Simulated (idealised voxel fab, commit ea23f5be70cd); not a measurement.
Documented hereafter: the process module known as voxel transistor to metal.
Square cells of 5 nm make up the cross-section cut, whose width is 185 nm.
Bands, listed from the top down, are how a cross-section gets written in this document; the cross-section itself is a grid of square cells, and a band is one or more rows of them.
Per band: top height and bottom height in nm, followed by the left-to-right materials and their widths in nm; "everywhere" marks a single material spanning edge to edge, "empty" marks empty space.
Heights are reckoned from 0. Under this level, the received wafer is all of one material. The bottommost band is open-ended downward, for example "0 down".
So if you see something like "30..40" for the width, read it as the top row of the band sitting at the first number and the bottom row at the second, with every row in between moving by the same amount as the last.
What does "all unchanged" mean for a step? It means no cell of the cross-section changed in that step.
Empty spaces counting at least 8 cells and having no open way to the top are listed in "Sealed voids". The notation width x height at distance is used for each, the distance being from the left edge and all three values in nm.
Text after the settings on a step's line: the simulator's own remark on that step.
overlay nm: how far to the right of its planned place the mask lay on this masked step (negative: to the left).
### Planned step list for the process
1: op RECEIVE | material Si
2: op CONFORMAL_DEP | material SiO2 | thk nm 5
3: op CONFORMAL_DEP | material SiN | thk nm 10
4: op PATTERN | tone cover | mask id ACTIVE | material resist | width nm 85 | thk nm 20 | overlay nm 0
5: op DIRECTIONAL_ETCH | etch materials SiN | depth nm 10
6: op DIRECTIONAL_ETCH | etch materials SiO2 | depth nm 5
7: op DIRECTIONAL_ETCH | etch materials Si | depth nm 20
8: op STRIP | etch materials resist
9: op OXIDIZE | depth nm 5
10: op FILL_DEP | material SiO2 | thk nm 15
11: op CMP | height nm 15
12: op SELECTIVE_ETCH | etch materials SiO2 | depth nm 5
13: op STRIP | etch materials SiN
14: op SELECTIVE_ETCH | etch materials SiO2 | depth nm 5
15: op OXIDIZE | depth nm 5
16: op DIRECTIONAL_DEP | material polySi | thk nm 25
17: op DIRECTIONAL_DEP | material SiCN | thk nm 15
18: op DIRECTIONAL_DEP | material aC | thk nm 10
19: op PATTERN | tone cover | mask id GATE | material resist | width nm 15 | thk nm 25 | overlay nm 0
20: op DIRECTIONAL_ETCH | etch materials aC | depth nm 10
21: op STRIP | etch materials resist
22: op DIRECTIONAL_ETCH | etch materials SiCN | depth nm 25
23: op DIRECTIONAL_ETCH | etch materials polySi | depth nm 35
24: op STRIP | etch materials aC
25: op CONFORMAL_DEP | material SiN | thk nm 10
26: op DIRECTIONAL_ETCH | etch materials SiN | depth nm 10
27: op DIRECTIONAL_ETCH | etch materials SiO2 | depth nm 5
28: op EPI | material SiGe | thk nm 5
29: op FILL_DEP | material SiO2 | thk nm 10
30: op CMP | height nm 40
31: op DIRECTIONAL_DEP | material SiO2 | thk nm 15
32: op MASKED_ETCH | tone open | mask id CONTACT | width nm 15 | pitch nm 60 | etch materials SiO2 | depth nm 55 | overlay nm 0
33: op CONFORMAL_DEP | material TiN | thk nm 5
34: op FILL_DEP | material W | thk nm 5
35: op CMP | height nm 55
36: op CONFORMAL_DEP | material SiCN | thk nm 5
37: op DIRECTIONAL_DEP | material SiO2 | thk nm 20
38: op PATTERN | tone open | mask id METAL_1 | material resist | width nm 15 | pitch nm 60 | thk nm 15 | overlay nm 0
39: op DIRECTIONAL_ETCH | etch materials SiO2 | depth nm 20
40: op DIRECTIONAL_ETCH | etch materials SiCN | depth nm 5
41: op STRIP | etch materials resist
42: op CONFORMAL_DEP | material TiN | thk nm 5
43: op FILL_DEP | material Cu | thk nm 5
44: op CMP | height nm 80
45: op CONFORMAL_DEP | material SiN | thk nm 5
### As received (post step 1): cross-section
    0 down: Si everywhere
    Sealed voids: none
### End-of-module cross-section of the first of two wafers, processed as planned
    85 to 80: SiN everywhere
    80 to 60: 55 nm SiO2; 5 nm TiN; 5 nm Cu; 5 nm TiN; 45 nm SiO2; 5 nm TiN; 5 nm Cu; 5 nm TiN; 55 nm SiO2
    60 to 55: 55 nm SiCN; 15 nm TiN; 45 nm SiCN; 15 nm TiN; 55 nm SiCN
    55 to 40: 55 nm SiO2; 5 nm TiN; 5 nm W; 5 nm TiN; 45 nm SiO2; 5 nm TiN; 5 nm W; 5 nm TiN; 55 nm SiO2
    40 to 25: 55 nm SiO2; 5 nm TiN; 5 nm W; 5 nm TiN; 5 nm SiO2; 10 nm SiN; 15 nm SiCN; 10 nm SiN; 5 nm SiO2; 5 nm TiN; 5 nm W; 5 nm TiN; 55 nm SiO2
    25 to 5: 55 nm SiO2; 5 nm TiN; 5 nm W; 5 nm TiN; 5 nm SiO2; 10 nm SiN; 15 nm polySi; 10 nm SiN; 5 nm SiO2; 5 nm TiN; 5 nm W; 5 nm TiN; 55 nm SiO2
    5 to 0: 45 nm SiO2; 10 nm SiN; 15 nm TiN; 5 nm SiO2; 10 nm SiN; 15 nm polySi; 10 nm SiN; 5 nm SiO2; 15 nm TiN; 10 nm SiN; 45 nm SiO2
    0 to -5: 55 nm SiO2; 20 nm SiGe; 35 nm SiO2; 20 nm SiGe; 55 nm SiO2
    -5 to -25: 55 nm SiO2; 75 nm Si; 55 nm SiO2
    -25 down: Si everywhere
    Sealed voids: none
### Cross-section of the latter of the two wafers at module completion. It had an identical start and an identical plan to the former; in running it, one mistake was made
    85 to 80: SiN everywhere
    80 to 60: 55 nm SiO2; 5 nm TiN; 5 nm Cu; 5 nm TiN; 45 nm SiO2; 5 nm TiN; 5 nm Cu; 5 nm TiN; 55 nm SiO2
    60 to 55: 55 nm SiCN; 15 nm TiN; 45 nm SiCN; 15 nm TiN; 55 nm SiCN
    55 to 45: 45 nm SiO2; 5 nm TiN; 5 nm W; 5 nm TiN; 45 nm SiO2; 5 nm TiN; 5 nm W; 5 nm TiN; 65 nm SiO2
    45 to 40: 45 nm SiO2; 5 nm TiN; 5 nm W; 5 nm TiN; 45 nm SiO2; 15 nm TiN; 65 nm SiO2
    40 to 25: 45 nm SiO2; 5 nm TiN; 5 nm W; 5 nm TiN; 15 nm SiO2; 10 nm SiN; 15 nm SiCN; 10 nm SiN; 10 nm TiN; 65 nm SiO2
    25 to 10: 45 nm SiO2; 5 nm TiN; 5 nm W; 5 nm TiN; 15 nm SiO2; 10 nm SiN; 15 nm polySi; 10 nm SiN; 10 nm TiN; 65 nm SiO2
    10 to 5: 45 nm SiO2; 15 nm TiN; 15 nm SiO2; 10 nm SiN; 15 nm polySi; 10 nm SiN; 10 nm TiN; 65 nm SiO2
    5 to 0: 45 nm SiO2; 10 nm SiN; 5 nm TiN; 15 nm SiO2; 10 nm SiN; 15 nm polySi; 10 nm SiN; 10 nm TiN; 10 nm SiO2; 10 nm SiN; 45 nm SiO2
    0 to -5: 55 nm SiO2; 20 nm SiGe; 35 nm SiO2; 20 nm SiGe; 55 nm SiO2
    -5 to -25: 55 nm SiO2; 75 nm Si; 55 nm SiO2
    -25 down: Si everywhere
    Sealed voids: none
Processing error: step 32 ran differently from the plan; actual operation with settings: op MASKED_ETCH | tone open | mask id CONTACT | width nm 15 | pitch nm 60 | etch materials SiO2 | depth nm 55 | overlay nm -10
Bottom line after processing is that, in cells, the second wafer is up or down on some materials versus the first: SiO2 +10 | TiN -1 | W -9
